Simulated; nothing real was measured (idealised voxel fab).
This section sets out a process module, namely voxel gate over fins.
In the cross-section labelled cut, the width is 280 nm and each square cell is 5 nm.
We lay out every cross-section as a grid of square cells and spell it out in bands from the top down, where one band means one or more rows of cells. Each band's line starts with the height of the band's top and of its bottom, in nm. Then come its materials from left to right, each with its width in nm. One material with "throughout" fills the band from edge to edge. "air" is empty space. Heights are reckoned from 0. Under this level, the received wafer is all of one material. The bottommost band is open-ended downward, for example "0..down". Top row gets the first number, bottom row gets the second, and each row in between changes by the same step: that is how a band width like "30->40" works. "no change occurred" for a step: no cell of the cross-section changed in that step. What "Encapsulated voids" gives you is every empty space of 8 cells or more that is cut off from the top. Each appears as width x height at distance, with the distance taken from the left edge and width, height and distance all in nm. Past the settings on a step's line: simulator remark, on that step. A step line may carry the setting "overlay nm", which, for steps involving a mask, states the distance by which the mask lay to the right of its intended position; negative values denote displacement to the left.
The following list gives the planned process steps
| 1 | RECEIVE | material Si |
| 2 | CONFORMAL_DEP | material SiN | thk nm 10 |
| 3 | PATTERN | tone cover | mask id FINS | material resist | width nm 15 | pitch nm 40 | thk nm 20 | overlay nm 0 |
| 4 | DIRECTIONAL_ETCH | etch materials SiN | depth nm 10 |
| 5 | DIRECTIONAL_ETCH | etch materials Si | depth nm 40 |
| 6 | STRIP | etch materials resist |
| 7 | FILL_DEP | material SiO2 | thk nm 15 |
| 8 | CMP | height nm 10 |
| 9 | SELECTIVE_ETCH | etch materials SiO2 | depth nm 20 |
| 10 | STRIP | etch materials SiN |
| 11 | CONFORMAL_DEP | material HfO2 | thk nm 5 |
| 12 | CONFORMAL_DEP | material TiN | thk nm 5 |
| 13 | FILL_DEP | material W | thk nm 10 |
| 14 | CMP | height nm 15 |
| 15 | CONFORMAL_DEP | material SiCN | thk nm 10 |
Cross-section of the incoming wafer, state after step 1
0..down = Si throughout
Encapsulated voids: none
Module complete - cross-section of the first of two wafers, run according to plan
25..15 = SiCN throughout
15..10 = W throughout
10..5 = W (100); TiN (35); W (5); TiN (35); W (105)
5..0 = W (100); TiN (5); HfO2 (25); TiN (5); W (5); TiN (5); HfO2 (25); TiN (5); W (105)
0..-5 = TiN (105); HfO2 (5); Si (15); HfO2 (5); TiN (15); HfO2 (5); Si (15); HfO2 (5); TiN (110)
-5..-10 = HfO2 (110); Si (15); HfO2 (25); Si (15); HfO2 (115)
-10..-40 = SiO2 (110); Si (15); SiO2 (25); Si (15); SiO2 (115)
-40..down = Si throughout
Encapsulated voids: none
Wafer two cross-section, module end. Start and plan unchanged from wafer one; one mistake made during the run
25..15 = SiCN throughout
15..10 = W throughout
10..5 = TiN throughout
5..0 = HfO2 (115); TiN (5); HfO2 (35); TiN (5); HfO2 (120)
0..-5 = Si (110); HfO2 (5); TiN (5); HfO2 (5); Si (25); HfO2 (5); TiN (5); HfO2 (5); Si (115)
-5..-10 = Si (110); HfO2 (15); Si (25); HfO2 (15); Si (115)
-10..-40 = Si (110); SiO2 (15); Si (25); SiO2 (15); Si (115)
-40..down = Si throughout
Encapsulated voids: none
Deviation from plan: step 3 did not happen as planned, as run it was PATTERN | tone open | mask id FINS | material resist | width nm 15 | pitch nm 40 | thk nm 20 | overlay nm 0
Per the end-of-run cell counts, the second wafer holds more or fewer of some materials than the first: +352 Si, -264 SiO2, -4 TiN, -84 W
